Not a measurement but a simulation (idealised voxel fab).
The process module that follows is named voxel released beams.
Section shown: cut. Width: 205 nm. Cell size: 5 nm, square.
In this document a cross-section is written as a grid of square cells. It is given as a series of bands, listed from the top down, and a band is one or more rows of cells.
Quick guide to a band line: top height, bottom height (nm) up front; then every material left to right with its width in nm. Only one material and it's marked "edge to edge"? Then it fills the band edge to edge. And "air" just means empty space.
Convention: height 0 is the level below which the wafer, as received, is all one material. The lowest band does not terminate at the bottom but continues downward, represented as "0 and below".
Read "30 to 40" as a graded width: first number on top, second number at the bottom, same change between each pair of neighbouring rows.
Step marked "changes: none"? Then no cell in the cross-section changed in it.
"Closed void inventory" specifies each empty space that is not open to the top and that occupies no fewer than 8 cells, using the form width x height at distance, the distance measured from the left edge and all three quantities in nm.
Where a step's line continues beyond its settings, the continuation is a remark by the simulator itself on that step.
The "overlay nm" setting may appear on a step's line; for a step that uses a mask, it gives how far to the right of its planned position the mask lay, and a negative value indicates the left.

# Steps planned for the process
1 RECEIVE [material Si]
2 CONFORMAL_DEP [material SiN] [thk nm 5]
3 DIRECTIONAL_DEP [material SiO2] [thk nm 20]
4 MASKED_ETCH [tone open] [mask id ANCHOR] [width nm 25] [etch materials SiO2] [depth nm 20] [overlay nm 0]
5 CONFORMAL_DEP [material polySi] [thk nm 10]
6 PATTERN [tone cover] [mask id BEAM] [material resist] [width nm 80] [thk nm 20] [overlay nm 0]
7 DIRECTIONAL_ETCH [etch materials polySi] [depth nm 10]
8 STRIP [etch materials resist]
9 STRIP [etch materials SiO2]

# Cross-section of the wafer as it came to us, i.e., already through step 1
	0 and below = Si edge to edge
	Closed void inventory: none

# Starting wafer: above. Plan: above. Run: one mistake. Cross-section after the module: below
	35 down to 25 = 60 of air  40 of polySi  105 of air
	25 down to 15 = 55 of air  10 of polySi  25 of SiO2  10 of polySi  105 of air
	15 down to 5 = 55 of air  10 of polySi  25 of SiO2  50 of polySi  65 of air
	5 down to 0 = SiN edge to edge
	0 and below = Si edge to edge
	Closed void inventory: none
Run error: not per plan at step 4, really ran MASKED_ETCH [tone cover] [mask id ANCHOR] [width nm 25] [etch materials SiO2] [depth nm 20] [overlay nm 0]
